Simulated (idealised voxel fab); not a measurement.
process module | voxel wiring stack
cross-section cut | 215 nm wide | cells 5 nm
A cross-section is a grid of square cells, given in bands from the top down. A band is one or more rows of cells.
Each band's line starts with the height of the band's top and of its bottom, in nm. Then come its materials from left to right, each with its width in nm. One material with "throughout" fills the band from edge to edge. "air" is empty space.
Height 0 is the level under which the wafer as received is all one material. The lowest band goes on downwards, as in "0 down".
A width such as "30 to 40" changes by the same amount from each row of cells to the next, from the band's top row to its bottom row.
"no change" after a step means that no cell of the cross-section changed.
closed voids: empty space of 8 cells or more with no open way to the top, each as width x height at its distance from the left edge, in nm
after a step's settings: what the simulator itself notes on the step
overlay nm, on a step with a mask: how far to the right of its planned place the mask lay; to the left if negative
plan
1 op RECEIVE | material Si
2 op CONFORMAL_DEP | material SiO2 | thk nm 10
3 op CONFORMAL_DEP | material SiN | thk nm 5
4 op DIRECTIONAL_DEP | material SiO2 | thk nm 20
5 op PATTERN | tone open | mask id METAL_1 | material resist | width nm 30 | pitch nm 50 | thk nm 15 | overlay nm 0
6 op DIRECTIONAL_ETCH | etch materials SiO2 | depth nm 20
7 op DIRECTIONAL_ETCH | etch materials SiN | depth nm 5
8 op STRIP | etch materials resist
9 op CONFORMAL_DEP | material TiN | thk nm 5
10 op FILL_DEP | material W | thk nm 5
11 op CMP | height nm 35
12 op CONFORMAL_DEP | material SiCN | thk nm 5
13 op DIRECTIONAL_DEP | material SiO2 | thk nm 10
14 op DIRECTIONAL_DEP | material aC | thk nm 15
15 op PATTERN | tone open | mask id PLUG_1 | material resist | width nm 15 | pitch nm 100 | thk nm 35 | overlay nm 0
16 op DIRECTIONAL_ETCH | etch materials aC | depth nm 15
17 op STRIP | etch materials resist
18 op DIRECTIONAL_ETCH | etch materials SiO2 | depth nm 10
19 op DIRECTIONAL_ETCH | etch materials SiCN | depth nm 5
20 op STRIP | etch materials aC
21 op EPI | material Ru | thk nm 10
22 op EPI | material Ru | thk nm 5
23 op DIRECTIONAL_DEP | material TiN | thk nm 5
24 op DIRECTIONAL_DEP | material Ru | thk nm 25
25 op PATTERN | tone cover | mask id METAL_2 | material resist | width nm 30 | pitch nm 50 | thk nm 15 | overlay nm 0
26 op DIRECTIONAL_ETCH | etch materials Ru | depth nm 25
27 op DIRECTIONAL_ETCH | etch materials TiN | depth nm 5
28 op STRIP | etch materials resist
29 op CONFORMAL_DEP | material SiN | thk nm 5
30 op FILL_DEP | material SiO2 | thk nm 5
31 op CMP | height nm 80
32 op CONFORMAL_DEP | material SiCN | thk nm 5
33 op DIRECTIONAL_DEP | material lowk | thk nm 25
34 op DIRECTIONAL_DEP | material aC | thk nm 10
35 op PATTERN | tone open | mask id METAL_3_HOLES | material resist | width nm 15 | pitch nm 50 | thk nm 30 | overlay nm 0
36 op DIRECTIONAL_ETCH | etch materials aC | depth nm 10
37 op STRIP | etch materials resist
38 op DIRECTIONAL_ETCH | etch materials lowk | depth nm 25
39 op STRIP | etch materials aC
40 op DIRECTIONAL_DEP | material aC | thk nm 15
41 op PATTERN | tone open | mask id METAL_3 | material resist | width nm 30 | pitch nm 50 | thk nm 35 | overlay nm 0
42 op DIRECTIONAL_ETCH | etch materials aC | depth nm 15
43 op STRIP | etch materials resist
44 op DIRECTIONAL_ETCH | etch materials lowk | depth nm 15
45 op DIRECTIONAL_ETCH | etch materials SiCN | depth nm 5
46 op STRIP | etch materials aC
47 op CONFORMAL_DEP | material TiN | thk nm 5
48 op FILL_DEP | material Cu | thk nm 10
49 op CMP | height nm 110
50 op CONFORMAL_DEP | material SiCN | thk nm 5
51 op DIRECTIONAL_DEP | material lowk | thk nm 15
52 op PATTERN | tone open | mask id PLUG_3 | material resist | width nm 15 | pitch nm 50 | thk nm 20 | overlay nm 0
53 op DIRECTIONAL_ETCH | etch materials lowk | depth nm 15
54 op DIRECTIONAL_ETCH | etch materials SiCN | depth nm 5
55 op STRIP | etch materials resist
56 op CONFORMAL_DEP | material TiN | thk nm 5
57 op FILL_DEP | material Ru | thk nm 5
58 op CMP | height nm 130
59 op CONFORMAL_DEP | material SiCN | thk nm 5
60 op DIRECTIONAL_DEP | material SiO2 | thk nm 25
61 op MASKED_ETCH | tone open | mask id METAL_4 | width nm 30 | pitch nm 50 | etch materials SiO2 | depth nm 25 | overlay nm 0
62 op MASKED_ETCH | tone open | mask id METAL_4 | width nm 30 | pitch nm 50 | etch materials SiCN | depth nm 5 | overlay nm 0
63 op CONFORMAL_DEP | material TiN | thk nm 5
64 op FILL_DEP | material Cu | thk nm 10
65 op CMP | height nm 160
66 op EPI | material Ru | thk nm 5
67 op FILL_DEP | material SiCN | thk nm 5
first wafer, as planned
as received, after step 1
  0 down: Si throughout
  closed voids: none
after step 2
  10 to 0: SiO2 throughout
  below 0: unchanged
after step 3
  15 to 10: SiN throughout
  below 10: unchanged
after step 4
  35 to 15: SiO2 throughout
  below 15: unchanged
after step 5
  50 to 35: resist 40 | air 30 | resist 20 | air 30 | resist 20 | air 30 | resist 45
  below 35: unchanged
after step 6
  50 to 35: resist 40 | air 30 | resist 20 | air 30 | resist 20 | air 30 | resist 45
  35 to 15: SiO2 40 | air 30 | SiO2 20 | air 30 | SiO2 20 | air 30 | SiO2 45
  below 15: unchanged
after step 7
  50 to 35: resist 40 | air 30 | resist 20 | air 30 | resist 20 | air 30 | resist 45
  35 to 15: SiO2 40 | air 30 | SiO2 20 | air 30 | SiO2 20 | air 30 | SiO2 45
  15 to 10: SiN 40 | air 30 | SiN 20 | air 30 | SiN 20 | air 30 | SiN 45
  below 10: unchanged
after step 8
  35 to 15: SiO2 40 | air 30 | SiO2 20 | air 30 | SiO2 20 | air 30 | SiO2 45
  below 15: unchanged
after step 9
  40 to 35: TiN 45 | air 20 | TiN 30 | air 20 | TiN 30 | air 20 | TiN 50
  35 to 15: SiO2 40 | TiN 5 | air 20 | TiN 5 | SiO2 20 | TiN 5 | air 20 | TiN 5 | SiO2 20 | TiN 5 | air 20 | TiN 5 | SiO2 45
  15 to 10: SiN 40 | TiN 30 | SiN 20 | TiN 30 | SiN 20 | TiN 30 | SiN 45
  below 10: unchanged
after step 10
  45 to 40: W throughout
  40 to 35: TiN 45 | W 20 | TiN 30 | W 20 | TiN 30 | W 20 | TiN 50
  35 to 15: SiO2 40 | TiN 5 | W 20 | TiN 5 | SiO2 20 | TiN 5 | W 20 | TiN 5 | SiO2 20 | TiN 5 | W 20 | TiN 5 | SiO2 45
  below 15: unchanged
after step 11
  35 to 15: SiO2 40 | TiN 5 | W 20 | TiN 5 | SiO2 20 | TiN 5 | W 20 | TiN 5 | SiO2 20 | TiN 5 | W 20 | TiN 5 | SiO2 45
  below 15: unchanged
after step 12
  40 to 35: SiCN throughout
  below 35: unchanged
after step 13
  50 to 40: SiO2 throughout
  below 40: unchanged
after step 14
  65 to 50: aC throughout
  below 50: unchanged
after step 15
  100 to 65: resist 40 | air 15 | resist 85 | air 15 | resist 60
  below 65: unchanged
after step 16
  85 to 65: resist 40 | air 15 | resist 85 | air 15 | resist 60
  65 to 50: aC 40 | air 15 | aC 85 | air 15 | aC 60
  below 50: unchanged
after step 17
  65 to 50: aC 40 | air 15 | aC 85 | air 15 | aC 60
  below 50: unchanged
after step 18
  65 to 50: aC 40 | air 15 | aC 85 | air 15 | aC 60
  50 to 40: SiO2 40 | air 15 | SiO2 85 | air 15 | SiO2 60
  below 40: unchanged
after step 19
  65 to 50: aC 40 | air 15 | aC 85 | air 15 | aC 60
  50 to 40: SiO2 40 | air 15 | SiO2 85 | air 15 | SiO2 60
  40 to 35: SiCN 40 | air 15 | SiCN 85 | air 15 | SiCN 60
  below 35: unchanged
after step 20
  50 to 40: SiO2 40 | air 15 | SiO2 85 | air 15 | SiO2 60
  below 40: unchanged
after step 21
  50 to 45: SiO2 40 | air 15 | SiO2 85 | air 15 | SiO2 60
  45 to 40: SiO2 40 | Ru 15 | SiO2 85 | Ru 15 | SiO2 60
  40 to 35: SiCN 40 | Ru 15 | SiCN 85 | Ru 15 | SiCN 60
  below 35: unchanged
after step 22
  50 to 40: SiO2 40 | Ru 15 | SiO2 85 | Ru 15 | SiO2 60
  below 40: unchanged
after step 23
  55 to 50: TiN throughout
  below 50: unchanged
after step 24
  80 to 55: Ru throughout
  below 55: unchanged
after step 25
  95 to 80: air 40 | resist 30 | air 20 | resist 30 | air 20 | resist 30 | air 45
  below 80: unchanged
after step 26
  95 to 80: air 40 | resist 30 | air 20 | resist 30 | air 20 | resist 30 | air 45
  80 to 55: air 40 | Ru 30 | air 20 | Ru 30 | air 20 | Ru 30 | air 45
  below 55: unchanged
after step 27
  95 to 80: air 40 | resist 30 | air 20 | resist 30 | air 20 | resist 30 | air 45
  80 to 55: air 40 | Ru 30 | air 20 | Ru 30 | air 20 | Ru 30 | air 45
  55 to 50: air 40 | TiN 30 | air 20 | TiN 30 | air 20 | TiN 30 | air 45
  below 50: unchanged
after step 28
  80 to 55: air 40 | Ru 30 | air 20 | Ru 30 | air 20 | Ru 30 | air 45
  below 55: unchanged
after step 29
  85 to 80: air 35 | SiN 40 | air 10 | SiN 40 | air 10 | SiN 40 | air 40
  80 to 55: air 35 | SiN 5 | Ru 30 | SiN 5 | air 10 | SiN 5 | Ru 30 | SiN 5 | air 10 | SiN 5 | Ru 30 | SiN 5 | air 40
  55 to 50: SiN 40 | TiN 30 | SiN 20 | TiN 30 | SiN 20 | TiN 30 | SiN 45
  below 50: unchanged
after step 30
  90 to 85: SiO2 throughout
  85 to 80: SiO2 35 | SiN 40 | SiO2 10 | SiN 40 | SiO2 10 | SiN 40 | SiO2 40
  80 to 55: SiO2 35 | SiN 5 | Ru 30 | SiN 5 | SiO2 10 | SiN 5 | Ru 30 | SiN 5 | SiO2 10 | SiN 5 | Ru 30 | SiN 5 | SiO2 40
  below 55: unchanged
after step 31
  80 to 55: SiO2 35 | SiN 5 | Ru 30 | SiN 5 | SiO2 10 | SiN 5 | Ru 30 | SiN 5 | SiO2 10 | SiN 5 | Ru 30 | SiN 5 | SiO2 40
  below 55: unchanged
after step 32
  85 to 80: SiCN throughout
  below 80: unchanged
after step 33
  110 to 85: lowk throughout
  below 85: unchanged
after step 34
  120 to 110: aC throughout
  below 110: unchanged
after step 35
  150 to 120: resist 40 | air 15 | resist 35 | air 15 | resist 35 | air 15 | resist 60
  below 120: unchanged
after step 36
  140 to 120: resist 40 | air 15 | resist 35 | air 15 | resist 35 | air 15 | resist 60
  120 to 110: aC 40 | air 15 | aC 35 | air 15 | aC 35 | air 15 | aC 60
  below 110: unchanged
after step 37
  120 to 110: aC 40 | air 15 | aC 35 | air 15 | aC 35 | air 15 | aC 60
  below 110: unchanged
after step 38
  120 to 110: aC 40 | air 15 | aC 35 | air 15 | aC 35 | air 15 | aC 60
  110 to 85: lowk 40 | air 15 | lowk 35 | air 15 | lowk 35 | air 15 | lowk 60
  below 85: unchanged
after step 39
  110 to 85: lowk 40 | air 15 | lowk 35 | air 15 | lowk 35 | air 15 | lowk 60
  below 85: unchanged
after step 40
  125 to 110: aC 40 | air 15 | aC 35 | air 15 | aC 35 | air 15 | aC 60
  110 to 100: lowk 40 | air 15 | lowk 35 | air 15 | lowk 35 | air 15 | lowk 60
  100 to 85: lowk 40 | aC 15 | lowk 35 | aC 15 | lowk 35 | aC 15 | lowk 60
  below 85: unchanged
after step 41
  160 to 125: resist 40 | air 30 | resist 20 | air 30 | resist 20 | air 30 | resist 45
  below 125: unchanged
after step 42
  145 to 125: resist 40 | air 30 | resist 20 | air 30 | resist 20 | air 30 | resist 45
  125 to 110: aC 40 | air 30 | aC 20 | air 30 | aC 20 | air 30 | aC 45
  110 to 85: lowk 40 | air 15 | lowk 35 | air 15 | lowk 35 | air 15 | lowk 60
  below 85: unchanged
after step 43
  125 to 110: aC 40 | air 30 | aC 20 | air 30 | aC 20 | air 30 | aC 45
  below 110: unchanged
after step 44
  125 to 110: aC 40 | air 30 | aC 20 | air 30 | aC 20 | air 30 | aC 45
  110 to 95: lowk 40 | air 30 | lowk 20 | air 30 | lowk 20 | air 30 | lowk 45
  below 95: unchanged
after step 45
  125 to 110: aC 40 | air 30 | aC 20 | air 30 | aC 20 | air 30 | aC 45
  110 to 95: lowk 40 | air 30 | lowk 20 | air 30 | lowk 20 | air 30 | lowk 45
  95 to 85: lowk 40 | air 15 | lowk 35 | air 15 | lowk 35 | air 15 | lowk 60
  85 to 80: SiCN 40 | air 15 | SiCN 35 | air 15 | SiCN 35 | air 15 | SiCN 60
  below 80: unchanged
after step 46
  110 to 95: lowk 40 | air 30 | lowk 20 | air 30 | lowk 20 | air 30 | lowk 45
  below 95: unchanged
after step 47
  115 to 110: TiN 45 | air 20 | TiN 30 | air 20 | TiN 30 | air 20 | TiN 50
  110 to 100: lowk 40 | TiN 5 | air 20 | TiN 5 | lowk 20 | TiN 5 | air 20 | TiN 5 | lowk 20 | TiN 5 | air 20 | TiN 5 | lowk 45
  100 to 95: lowk 40 | TiN 5 | air 5 | TiN 20 | lowk 20 | TiN 5 | air 5 | TiN 20 | lowk 20 | TiN 5 | air 5 | TiN 20 | lowk 45
  95 to 85: lowk 40 | TiN 5 | air 5 | TiN 5 | lowk 35 | TiN 5 | air 5 | TiN 5 | lowk 35 | TiN 5 | air 5 | TiN 5 | lowk 60
  85 to 80: SiCN 40 | TiN 15 | SiCN 35 | TiN 15 | SiCN 35 | TiN 15 | SiCN 60
  below 80: unchanged
after step 48
  125 to 115: Cu throughout
  115 to 110: TiN 45 | Cu 20 | TiN 30 | Cu 20 | TiN 30 | Cu 20 | TiN 50
  110 to 100: lowk 40 | TiN 5 | Cu 20 | TiN 5 | lowk 20 | TiN 5 | Cu 20 | TiN 5 | lowk 20 | TiN 5 | Cu 20 | TiN 5 | lowk 45
  100 to 95: lowk 40 | TiN 5 | Cu 5 | TiN 20 | lowk 20 | TiN 5 | Cu 5 | TiN 20 | lowk 20 | TiN 5 | Cu 5 | TiN 20 | lowk 45
  95 to 85: lowk 40 | TiN 5 | Cu 5 | TiN 5 | lowk 35 | TiN 5 | Cu 5 | TiN 5 | lowk 35 | TiN 5 | Cu 5 | TiN 5 | lowk 60
  below 85: unchanged
after step 49
  110 to 100: lowk 40 | TiN 5 | Cu 20 | TiN 5 | lowk 20 | TiN 5 | Cu 20 | TiN 5 | lowk 20 | TiN 5 | Cu 20 | TiN 5 | lowk 45
  below 100: unchanged
after step 50
  115 to 110: SiCN throughout
  below 110: unchanged
after step 51
  130 to 115: lowk throughout
  below 115: unchanged
after step 52
  150 to 130: resist 40 | air 15 | resist 35 | air 15 | resist 35 | air 15 | resist 60
  below 130: unchanged
after step 53
  150 to 130: resist 40 | air 15 | resist 35 | air 15 | resist 35 | air 15 | resist 60
  130 to 115: lowk 40 | air 15 | lowk 35 | air 15 | lowk 35 | air 15 | lowk 60
  below 115: unchanged
after step 54
  150 to 130: resist 40 | air 15 | resist 35 | air 15 | resist 35 | air 15 | resist 60
  130 to 115: lowk 40 | air 15 | lowk 35 | air 15 | lowk 35 | air 15 | lowk 60
  115 to 110: SiCN 40 | air 15 | SiCN 35 | air 15 | SiCN 35 | air 15 | SiCN 60
  below 110: unchanged
after step 55
  130 to 115: lowk 40 | air 15 | lowk 35 | air 15 | lowk 35 | air 15 | lowk 60
  below 115: unchanged
after step 56
  135 to 130: TiN 45 | air 5 | TiN 45 | air 5 | TiN 45 | air 5 | TiN 65
  130 to 115: lowk 40 | TiN 5 | air 5 | TiN 5 | lowk 35 | TiN 5 | air 5 | TiN 5 | lowk 35 | TiN 5 | air 5 | TiN 5 | lowk 60
  115 to 110: SiCN 40 | TiN 15 | SiCN 35 | TiN 15 | SiCN 35 | TiN 15 | SiCN 60
  below 110: unchanged
after step 57
  140 to 135: Ru throughout
  135 to 130: TiN 45 | Ru 5 | TiN 45 | Ru 5 | TiN 45 | Ru 5 | TiN 65
  130 to 115: lowk 40 | TiN 5 | Ru 5 | TiN 5 | lowk 35 | TiN 5 | Ru 5 | TiN 5 | lowk 35 | TiN 5 | Ru 5 | TiN 5 | lowk 60
  below 115: unchanged
after step 58
  130 to 115: lowk 40 | TiN 5 | Ru 5 | TiN 5 | lowk 35 | TiN 5 | Ru 5 | TiN 5 | lowk 35 | TiN 5 | Ru 5 | TiN 5 | lowk 60
  below 115: unchanged
after step 59
  135 to 130: SiCN throughout
  below 130: unchanged
after step 60
  160 to 135: SiO2 throughout
  below 135: unchanged
after step 61
  160 to 135: SiO2 40 | air 30 | SiO2 20 | air 30 | SiO2 20 | air 30 | SiO2 45
  below 135: unchanged
after step 62
  160 to 135: SiO2 40 | air 30 | SiO2 20 | air 30 | SiO2 20 | air 30 | SiO2 45
  135 to 130: SiCN 40 | air 30 | SiCN 20 | air 30 | SiCN 20 | air 30 | SiCN 45
  below 130: unchanged
after step 63
  165 to 160: TiN 45 | air 20 | TiN 30 | air 20 | TiN 30 | air 20 | TiN 50
  160 to 135: SiO2 40 | TiN 5 | air 20 | TiN 5 | SiO2 20 | TiN 5 | air 20 | TiN 5 | SiO2 20 | TiN 5 | air 20 | TiN 5 | SiO2 45
  135 to 130: SiCN 40 | TiN 30 | SiCN 20 | TiN 30 | SiCN 20 | TiN 30 | SiCN 45
  below 130: unchanged
after step 64
  175 to 165: Cu throughout
  165 to 160: TiN 45 | Cu 20 | TiN 30 | Cu 20 | TiN 30 | Cu 20 | TiN 50
  160 to 135: SiO2 40 | TiN 5 | Cu 20 | TiN 5 | SiO2 20 | TiN 5 | Cu 20 | TiN 5 | SiO2 20 | TiN 5 | Cu 20 | TiN 5 | SiO2 45
  below 135: unchanged
after step 65
  160 to 135: SiO2 40 | TiN 5 | Cu 20 | TiN 5 | SiO2 20 | TiN 5 | Cu 20 | TiN 5 | SiO2 20 | TiN 5 | Cu 20 | TiN 5 | SiO2 45
  below 135: unchanged
after step 66
  165 to 160: air 35 | Ru 40 | air 10 | Ru 40 | air 10 | Ru 40 | air 40
  below 160: unchanged
after step 67
  170 to 165: SiCN throughout
  165 to 160: SiCN 35 | Ru 40 | SiCN 10 | Ru 40 | SiCN 10 | Ru 40 | SiCN 40
  below 160: unchanged
second wafer: like start, like plan, one mistake. Through step 24 it matches the first wafer
when step 25 should have ended
  95 to 80: air 45 | resist 20 | air 30 | resist 20 | air 30 | resist 20 | air 50
  below 80: unchanged
when step 26 should have ended
  95 to 80: air 45 | resist 20 | air 30 | resist 20 | air 30 | resist 20 | air 50
  80 to 55: air 45 | Ru 20 | air 30 | Ru 20 | air 30 | Ru 20 | air 50
  below 55: unchanged
when step 27 should have ended
  95 to 80: air 45 | resist 20 | air 30 | resist 20 | air 30 | resist 20 | air 50
  80 to 55: air 45 | Ru 20 | air 30 | Ru 20 | air 30 | Ru 20 | air 50
  55 to 50: air 45 | TiN 20 | air 30 | TiN 20 | air 30 | TiN 20 | air 50
  below 50: unchanged
when step 28 should have ended
  80 to 55: air 45 | Ru 20 | air 30 | Ru 20 | air 30 | Ru 20 | air 50
  below 55: unchanged
when step 29 should have ended
  85 to 80: air 40 | SiN 30 | air 20 | SiN 30 | air 20 | SiN 30 | air 45
  80 to 55: air 40 | SiN 5 | Ru 20 | SiN 5 | air 20 | SiN 5 | Ru 20 | SiN 5 | air 20 | SiN 5 | Ru 20 | SiN 5 | air 45
  55 to 50: SiN 45 | TiN 20 | SiN 30 | TiN 20 | SiN 30 | TiN 20 | SiN 50
  below 50: unchanged
when step 30 should have ended
  90 to 85: SiO2 throughout
  85 to 80: SiO2 40 | SiN 30 | SiO2 20 | SiN 30 | SiO2 20 | SiN 30 | SiO2 45
  80 to 55: SiO2 40 | SiN 5 | Ru 20 | SiN 5 | SiO2 20 | SiN 5 | Ru 20 | SiN 5 | SiO2 20 | SiN 5 | Ru 20 | SiN 5 | SiO2 45
  below 55: unchanged
when step 31 should have ended
  80 to 55: SiO2 40 | SiN 5 | Ru 20 | SiN 5 | SiO2 20 | SiN 5 | Ru 20 | SiN 5 | SiO2 20 | SiN 5 | Ru 20 | SiN 5 | SiO2 45
  below 55: unchanged
when step 32 should have ended
  85 to 80: SiCN throughout
  below 80: unchanged
when step 33 should have ended
  110 to 85: lowk throughout
  below 85: unchanged
when step 34 should have ended
  120 to 110: aC throughout
  below 110: unchanged
when step 35 should have ended
  150 to 120: resist 40 | air 15 | resist 35 | air 15 | resist 35 | air 15 | resist 60
  below 120: unchanged
when step 36 should have ended
  140 to 120: resist 40 | air 15 | resist 35 | air 15 | resist 35 | air 15 | resist 60
  120 to 110: aC 40 | air 15 | aC 35 | air 15 | aC 35 | air 15 | aC 60
  below 110: unchanged
when step 37 should have ended
  120 to 110: aC 40 | air 15 | aC 35 | air 15 | aC 35 | air 15 | aC 60
  below 110: unchanged
when step 38 should have ended
  120 to 110: aC 40 | air 15 | aC 35 | air 15 | aC 35 | air 15 | aC 60
  110 to 85: lowk 40 | air 15 | lowk 35 | air 15 | lowk 35 | air 15 | lowk 60
  below 85: unchanged
when step 39 should have ended
  110 to 85: lowk 40 | air 15 | lowk 35 | air 15 | lowk 35 | air 15 | lowk 60
  below 85: unchanged
when step 40 should have ended
  125 to 110: aC 40 | air 15 | aC 35 | air 15 | aC 35 | air 15 | aC 60
  110 to 100: lowk 40 | air 15 | lowk 35 | air 15 | lowk 35 | air 15 | lowk 60
  100 to 85: lowk 40 | aC 15 | lowk 35 | aC 15 | lowk 35 | aC 15 | lowk 60
  below 85: unchanged
when step 41 should have ended
  160 to 125: resist 40 | air 30 | resist 20 | air 30 | resist 20 | air 30 | resist 45
  below 125: unchanged
when step 42 should have ended
  145 to 125: resist 40 | air 30 | resist 20 | air 30 | resist 20 | air 30 | resist 45
  125 to 110: aC 40 | air 30 | aC 20 | air 30 | aC 20 | air 30 | aC 45
  110 to 85: lowk 40 | air 15 | lowk 35 | air 15 | lowk 35 | air 15 | lowk 60
  below 85: unchanged
when step 43 should have ended
  125 to 110: aC 40 | air 30 | aC 20 | air 30 | aC 20 | air 30 | aC 45
  below 110: unchanged
when step 44 should have ended
  125 to 110: aC 40 | air 30 | aC 20 | air 30 | aC 20 | air 30 | aC 45
  110 to 95: lowk 40 | air 30 | lowk 20 | air 30 | lowk 20 | air 30 | lowk 45
  below 95: unchanged
when step 45 should have ended
  125 to 110: aC 40 | air 30 | aC 20 | air 30 | aC 20 | air 30 | aC 45
  110 to 95: lowk 40 | air 30 | lowk 20 | air 30 | lowk 20 | air 30 | lowk 45
  95 to 85: lowk 40 | air 15 | lowk 35 | air 15 | lowk 35 | air 15 | lowk 60
  85 to 80: SiCN 40 | air 15 | SiCN 35 | air 15 | SiCN 35 | air 15 | SiCN 60
  below 80: unchanged
when step 46 should have ended
  110 to 95: lowk 40 | air 30 | lowk 20 | air 30 | lowk 20 | air 30 | lowk 45
  below 95: unchanged
when step 47 should have ended
  115 to 110: TiN 45 | air 20 | TiN 30 | air 20 | TiN 30 | air 20 | TiN 50
  110 to 100: lowk 40 | TiN 5 | air 20 | TiN 5 | lowk 20 | TiN 5 | air 20 | TiN 5 | lowk 20 | TiN 5 | air 20 | TiN 5 | lowk 45
  100 to 95: lowk 40 | TiN 5 | air 5 | TiN 20 | lowk 20 | TiN 5 | air 5 | TiN 20 | lowk 20 | TiN 5 | air 5 | TiN 20 | lowk 45
  95 to 85: lowk 40 | TiN 5 | air 5 | TiN 5 | lowk 35 | TiN 5 | air 5 | TiN 5 | lowk 35 | TiN 5 | air 5 | TiN 5 | lowk 60
  85 to 80: SiCN 40 | TiN 15 | SiCN 35 | TiN 15 | SiCN 35 | TiN 15 | SiCN 60
  below 80: unchanged
when step 48 should have ended
  125 to 115: Cu throughout
  115 to 110: TiN 45 | Cu 20 | TiN 30 | Cu 20 | TiN 30 | Cu 20 | TiN 50
  110 to 100: lowk 40 | TiN 5 | Cu 20 | TiN 5 | lowk 20 | TiN 5 | Cu 20 | TiN 5 | lowk 20 | TiN 5 | Cu 20 | TiN 5 | lowk 45
  100 to 95: lowk 40 | TiN 5 | Cu 5 | TiN 20 | lowk 20 | TiN 5 | Cu 5 | TiN 20 | lowk 20 | TiN 5 | Cu 5 | TiN 20 | lowk 45
  95 to 85: lowk 40 | TiN 5 | Cu 5 | TiN 5 | lowk 35 | TiN 5 | Cu 5 | TiN 5 | lowk 35 | TiN 5 | Cu 5 | TiN 5 | lowk 60
  below 85: unchanged
when step 49 should have ended
  110 to 100: lowk 40 | TiN 5 | Cu 20 | TiN 5 | lowk 20 | TiN 5 | Cu 20 | TiN 5 | lowk 20 | TiN 5 | Cu 20 | TiN 5 | lowk 45
  below 100: unchanged
when step 50 should have ended
  115 to 110: SiCN throughout
  below 110: unchanged
when step 51 should have ended
  130 to 115: lowk throughout
  below 115: unchanged
when step 52 should have ended
  150 to 130: resist 40 | air 15 | resist 35 | air 15 | resist 35 | air 15 | resist 60
  below 130: unchanged
when step 53 should have ended
  150 to 130: resist 40 | air 15 | resist 35 | air 15 | resist 35 | air 15 | resist 60
  130 to 115: lowk 40 | air 15 | lowk 35 | air 15 | lowk 35 | air 15 | lowk 60
  below 115: unchanged
when step 54 should have ended
  150 to 130: resist 40 | air 15 | resist 35 | air 15 | resist 35 | air 15 | resist 60
  130 to 115: lowk 40 | air 15 | lowk 35 | air 15 | lowk 35 | air 15 | lowk 60
  115 to 110: SiCN 40 | air 15 | SiCN 35 | air 15 | SiCN 35 | air 15 | SiCN 60
  below 110: unchanged
when step 55 should have ended
  130 to 115: lowk 40 | air 15 | lowk 35 | air 15 | lowk 35 | air 15 | lowk 60
  below 115: unchanged
when step 56 should have ended
  135 to 130: TiN 45 | air 5 | TiN 45 | air 5 | TiN 45 | air 5 | TiN 65
  130 to 115: lowk 40 | TiN 5 | air 5 | TiN 5 | lowk 35 | TiN 5 | air 5 | TiN 5 | lowk 35 | TiN 5 | air 5 | TiN 5 | lowk 60
  115 to 110: SiCN 40 | TiN 15 | SiCN 35 | TiN 15 | SiCN 35 | TiN 15 | SiCN 60
  below 110: unchanged
when step 57 should have ended
  140 to 135: Ru throughout
  135 to 130: TiN 45 | Ru 5 | TiN 45 | Ru 5 | TiN 45 | Ru 5 | TiN 65
  130 to 115: lowk 40 | TiN 5 | Ru 5 | TiN 5 | lowk 35 | TiN 5 | Ru 5 | TiN 5 | lowk 35 | TiN 5 | Ru 5 | TiN 5 | lowk 60
  below 115: unchanged
when step 58 should have ended
  130 to 115: lowk 40 | TiN 5 | Ru 5 | TiN 5 | lowk 35 | TiN 5 | Ru 5 | TiN 5 | lowk 35 | TiN 5 | Ru 5 | TiN 5 | lowk 60
  below 115: unchanged
when step 59 should have ended
  135 to 130: SiCN throughout
  below 130: unchanged
when step 60 should have ended
  160 to 135: SiO2 throughout
  below 135: unchanged
when step 61 should have ended
  160 to 135: SiO2 40 | air 30 | SiO2 20 | air 30 | SiO2 20 | air 30 | SiO2 45
  below 135: unchanged
when step 62 should have ended
  160 to 135: SiO2 40 | air 30 | SiO2 20 | air 30 | SiO2 20 | air 30 | SiO2 45
  135 to 130: SiCN 40 | air 30 | SiCN 20 | air 30 | SiCN 20 | air 30 | SiCN 45
  below 130: unchanged
when step 63 should have ended
  165 to 160: TiN 45 | air 20 | TiN 30 | air 20 | TiN 30 | air 20 | TiN 50
  160 to 135: SiO2 40 | TiN 5 | air 20 | TiN 5 | SiO2 20 | TiN 5 | air 20 | TiN 5 | SiO2 20 | TiN 5 | air 20 | TiN 5 | SiO2 45
  135 to 130: SiCN 40 | TiN 30 | SiCN 20 | TiN 30 | SiCN 20 | TiN 30 | SiCN 45
  below 130: unchanged
when step 64 should have ended
  175 to 165: Cu throughout
  165 to 160: TiN 45 | Cu 20 | TiN 30 | Cu 20 | TiN 30 | Cu 20 | TiN 50
  160 to 135: SiO2 40 | TiN 5 | Cu 20 | TiN 5 | SiO2 20 | TiN 5 | Cu 20 | TiN 5 | SiO2 20 | TiN 5 | Cu 20 | TiN 5 | SiO2 45
  below 135: unchanged
when step 65 should have ended
  160 to 135: SiO2 40 | TiN 5 | Cu 20 | TiN 5 | SiO2 20 | TiN 5 | Cu 20 | TiN 5 | SiO2 20 | TiN 5 | Cu 20 | TiN 5 | SiO2 45
  below 135: unchanged
when step 66 should have ended
  165 to 160: air 35 | Ru 40 | air 10 | Ru 40 | air 10 | Ru 40 | air 40
  below 160: unchanged
when step 67 should have ended
  170 to 165: SiCN throughout
  165 to 160: SiCN 35 | Ru 40 | SiCN 10 | Ru 40 | SiCN 10 | Ru 40 | SiCN 40
  below 160: unchanged
what went wrong: step 25 ran as: op PATTERN | tone cover | mask id METAL_2 | material resist | width nm 20 | pitch nm 50 | thk nm 15 | overlay nm 0
at the end the second wafer has, in cells: 30 fewer of Ru | 6 more of SiN | 30 more of SiO2 | 6 fewer of TiN
